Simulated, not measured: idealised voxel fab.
process module | voxel quadruple lines
cross-section cut | 215 nm wide | cells 5 nm
A cross-section is a grid of square cells, given in bands from the top down. A band is one or more rows of cells.
Each band's line starts with the height of the band's top and of its bottom, in nm. Then come its materials from left to right, each with its width in nm. One material with "throughout" fills the band from edge to edge. "air" is empty space.
Height 0 is the level under which the wafer as received is all one material. The lowest band goes on downwards, as in "0 down".
A width such as "30 to 40" changes by the same amount from each row of cells to the next, from the band's top row to its bottom row.
"no change" after a step means that no cell of the cross-section changed.
closed voids: empty space of 8 cells or more with no open way to the top, each as width x height at its distance from the left edge, in nm
after a step's settings: what the simulator itself notes on the step
overlay nm, on a step with a mask: how far to the right of its planned place the mask lay; to the left if negative
plan
1 op RECEIVE | material Si
2 op CONFORMAL_DEP | material SiO2 | thk nm 10
3 op DIRECTIONAL_DEP | material Ru | thk nm 15
4 op DIRECTIONAL_DEP | material polySi | thk nm 15
5 op DIRECTIONAL_DEP | material aC | thk nm 25
6 op PATTERN | tone cover | mask id MANDREL | material resist | width nm 15 | pitch nm 60 | thk nm 35 | overlay nm 0
7 op DIRECTIONAL_ETCH | etch materials aC | depth nm 25
8 op STRIP | etch materials resist
9 op CONFORMAL_DEP | material SiO2 | thk nm 10
10 op DIRECTIONAL_ETCH | etch materials SiO2 | depth nm 10
11 op STRIP | etch materials aC
12 op DIRECTIONAL_ETCH | etch materials polySi | depth nm 15
13 op STRIP | etch materials SiO2
14 op CONFORMAL_DEP | material SiCN | thk nm 5
15 op DIRECTIONAL_ETCH | etch materials SiCN | depth nm 5
16 op STRIP | etch materials polySi
17 op DIRECTIONAL_ETCH | etch materials Ru | depth nm 15
18 op STRIP | etch materials SiCN
19 op FILL_DEP | material lowk | thk nm 10
20 op CMP | height nm 25
varied across the wafers: width nm of step 6. The plan shows the first wafer's value. All wafers start alike
first wafer as received, after step 1
  0 down: Si throughout
  closed voids: none
first wafer at the end, after step 20
  25 to 10: lowk 55 | Ru 5 | lowk 10 | Ru 5 | lowk 5 | Ru 5 | lowk 10 | Ru 5 | lowk 15 | Ru 5 | lowk 10 | Ru 5 | lowk 5 | Ru 5 | lowk 10 | Ru 5 | lowk 55
  10 to 0: SiO2 throughout
  0 down: Si throughout
  closed voids: none
last wafer at the end
  25 to 10: lowk 45 | Ru 5 | lowk 10 | Ru 5 | lowk 25 | Ru 5 | lowk 10 | Ru 5 | lowk 10 | Ru 5 | lowk 25 | Ru 5 | lowk 10 | Ru 5 | lowk 45
  10 to 0: SiO2 throughout
  0 down: Si throughout
  closed voids: none
each wafer at the end: cells of each material gained (+) or lost (-) since it was received, then its closed voids
width nm 15 | +24 Ru | +86 SiO2 | +105 lowk | closed voids: none
width nm 20 | +24 Ru | +86 SiO2 | +105 lowk | closed voids: none
width nm 25 | +24 Ru | +86 SiO2 | +105 lowk | closed voids: none
width nm 30 | +24 Ru | +86 SiO2 | +105 lowk | closed voids: none
width nm 35 | +21 Ru | +86 SiO2 | +108 lowk | closed voids: none
